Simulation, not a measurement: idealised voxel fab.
process module | voxel self aligned contacts
cross-section cut | 270 nm wide | cells 5 nm
A cross-section is a grid of square cells, given in bands from the top down. A band is one or more rows of cells.
Each band's line starts with the height of the band's top and of its bottom, in nm. Then come its materials from left to right, each with its width in nm. One material with "throughout" fills the band from edge to edge. "air" is empty space.
Height 0 is the level under which the wafer as received is all one material. The lowest band goes on downwards, as in "0 down".
A width such as "30 to 40" changes by the same amount from each row of cells to the next, from the band's top row to its bottom row.
"no change" after a step means that no cell of the cross-section changed.
closed voids: empty space of 8 cells or more with no open way to the top, each as width x height at its distance from the left edge, in nm
after a step's settings: what the simulator itself notes on the step
overlay nm, on a step with a mask: how far to the right of its planned place the mask lay; to the left if negative
plan
1 op RECEIVE | material Si
2 op OXIDIZE | depth nm 5
3 op DIRECTIONAL_DEP | material polySi | thk nm 30
4 op DIRECTIONAL_DEP | material SiN | thk nm 20
5 op DIRECTIONAL_DEP | material aC | thk nm 15
6 op PATTERN | tone cover | mask id GATE | material resist | width nm 25 | pitch nm 55 | thk nm 30 | overlay nm 0
7 op DIRECTIONAL_ETCH | etch materials aC | depth nm 15
8 op STRIP | etch materials resist
9 op DIRECTIONAL_ETCH | etch materials SiN | depth nm 20
10 op DIRECTIONAL_ETCH | etch materials polySi | depth nm 30
11 op STRIP | etch materials aC
12 op CONFORMAL_DEP | material SiN | thk nm 5
13 op DIRECTIONAL_ETCH | etch materials SiN | depth nm 5
14 op FILL_DEP | material SiO2 | thk nm 15
15 op CMP | height nm 60
16 op MASKED_ETCH | tone open | mask id CONTACT | width nm 40 | etch materials SiO2 | depth nm 65 | overlay nm 0
17 op CONFORMAL_DEP | material TiN | thk nm 5
18 op FILL_DEP | material W | thk nm 5
19 op CMP | height nm 60
20 op CONFORMAL_DEP | material SiCN | thk nm 5
first wafer, as planned
as received, after step 1
  0 down: Si throughout
  closed voids: none
after step 2
  0 to -5: SiO2 throughout
  below -5: unchanged
after step 3
  30 to 0: polySi throughout
  below 0: unchanged
after step 4
  50 to 30: SiN throughout
  below 30: unchanged
after step 5
  65 to 50: aC throughout
  below 50: unchanged
after step 6
  95 to 65: air 95 | resist 25 | air 30 | resist 25 | air 95
  below 65: unchanged
after step 7
  80 to 65: air 95 | resist 25 | air 30 | resist 25 | air 95
  65 to 50: air 95 | aC 25 | air 30 | aC 25 | air 95
  below 50: unchanged
after step 8
  65 to 50: air 95 | aC 25 | air 30 | aC 25 | air 95
  below 50: unchanged
after step 9
  65 to 50: air 95 | aC 25 | air 30 | aC 25 | air 95
  50 to 30: air 95 | SiN 25 | air 30 | SiN 25 | air 95
  below 30: unchanged
after step 10
  65 to 50: air 95 | aC 25 | air 30 | aC 25 | air 95
  50 to 30: air 95 | SiN 25 | air 30 | SiN 25 | air 95
  30 to 0: air 95 | polySi 25 | air 30 | polySi 25 | air 95
  below 0: unchanged
after step 11
  50 to 30: air 95 | SiN 25 | air 30 | SiN 25 | air 95
  below 30: unchanged
after step 12
  55 to 30: air 90 | SiN 35 | air 20 | SiN 35 | air 90
  30 to 5: air 90 | SiN 5 | polySi 25 | SiN 5 | air 20 | SiN 5 | polySi 25 | SiN 5 | air 90
  5 to 0: SiN 95 | polySi 25 | SiN 30 | polySi 25 | SiN 95
  below 0: unchanged
after step 13
  50 to 30: air 90 | SiN 35 | air 20 | SiN 35 | air 90
  30 to 0: air 90 | SiN 5 | polySi 25 | SiN 5 | air 20 | SiN 5 | polySi 25 | SiN 5 | air 90
  below 0: unchanged
after step 14
  65 to 50: SiO2 throughout
  50 to 30: SiO2 90 | SiN 35 | SiO2 20 | SiN 35 | SiO2 90
  30 to 0: SiO2 90 | SiN 5 | polySi 25 | SiN 5 | SiO2 20 | SiN 5 | polySi 25 | SiN 5 | SiO2 90
  below 0: unchanged
after step 15
  60 to 50: SiO2 throughout
  below 50: unchanged
after step 16
  60 to 50: SiO2 115 | air 40 | SiO2 115
  50 to 30: SiO2 90 | SiN 35 | air 20 | SiN 35 | SiO2 90
  30 to 0: SiO2 90 | SiN 5 | polySi 25 | SiN 5 | air 20 | SiN 5 | polySi 25 | SiN 5 | SiO2 90
  0 to -5: SiO2 125 | air 20 | SiO2 125
  below -5: unchanged
after step 17
  65 to 60: TiN 120 | air 30 | TiN 120
  60 to 50: SiO2 115 | TiN 5 to 15 | air 30 to 10 | TiN 5 to 15 | SiO2 115
  50 to 30: SiO2 90 | SiN 35 | TiN 5 | air 10 | TiN 5 | SiN 35 | SiO2 90
  30 to 0: SiO2 90 | SiN 5 | polySi 25 | SiN 5 | TiN 5 | air 10 | TiN 5 | SiN 5 | polySi 25 | SiN 5 | SiO2 90
  0 to -5: SiO2 125 | TiN 20 | SiO2 125
  below -5: unchanged
after step 18
  70 to 65: W throughout
  65 to 60: TiN 120 | W 30 | TiN 120
  60 to 50: SiO2 115 | TiN 5 to 15 | W 30 to 10 | TiN 5 to 15 | SiO2 115
  50 to 30: SiO2 90 | SiN 35 | TiN 5 | W 10 | TiN 5 | SiN 35 | SiO2 90
  30 to 0: SiO2 90 | SiN 5 | polySi 25 | SiN 5 | TiN 5 | W 10 | TiN 5 | SiN 5 | polySi 25 | SiN 5 | SiO2 90
  below 0: unchanged
after step 19
  60 to 50: SiO2 115 | TiN 5 to 15 | W 30 to 10 | TiN 5 to 15 | SiO2 115
  below 50: unchanged
after step 20
  65 to 60: SiCN throughout
  below 60: unchanged
second wafer: like start, like plan, one mistake. Through step 15 it matches the first wafer
when step 16 should have ended
  60 to 50: SiO2 115 | air 45 | SiO2 110
  50 to 30: SiO2 90 | SiN 35 | air 20 | SiN 35 | SiO2 90
  30 to 0: SiO2 90 | SiN 5 | polySi 25 | SiN 5 | air 20 | SiN 5 | polySi 25 | SiN 5 | SiO2 90
  0 to -5: SiO2 125 | air 20 | SiO2 125
  below -5: unchanged
when step 17 should have ended
  65 to 60: TiN 120 | air 35 | TiN 115
  60 to 50: SiO2 115 | TiN 5 to 15 | air 35 to 10 | TiN 5 to 20 | SiO2 110
  50 to 30: SiO2 90 | SiN 35 | TiN 5 | air 10 | TiN 5 | SiN 35 | SiO2 90
  30 to 0: SiO2 90 | SiN 5 | polySi 25 | SiN 5 | TiN 5 | air 10 | TiN 5 | SiN 5 | polySi 25 | SiN 5 | SiO2 90
  0 to -5: SiO2 125 | TiN 20 | SiO2 125
  below -5: unchanged
when step 18 should have ended
  70 to 65: W throughout
  65 to 60: TiN 120 | W 35 | TiN 115
  60 to 50: SiO2 115 | TiN 5 to 15 | W 35 to 10 | TiN 5 to 20 | SiO2 110
  50 to 30: SiO2 90 | SiN 35 | TiN 5 | W 10 | TiN 5 | SiN 35 | SiO2 90
  30 to 0: SiO2 90 | SiN 5 | polySi 25 | SiN 5 | TiN 5 | W 10 | TiN 5 | SiN 5 | polySi 25 | SiN 5 | SiO2 90
  below 0: unchanged
when step 19 should have ended
  60 to 50: SiO2 115 | TiN 5 to 15 | W 35 to 10 | TiN 5 to 20 | SiO2 110
  below 50: unchanged
when step 20 should have ended
  65 to 60: SiCN throughout
  below 60: unchanged
what went wrong: step 16 ran as: op MASKED_ETCH | tone open | mask id CONTACT | width nm 45 | etch materials SiO2 | depth nm 65 | overlay nm 0
at the end the second wafer has, in cells: 2 fewer of SiO2 | 1 more of TiN | 1 more of W
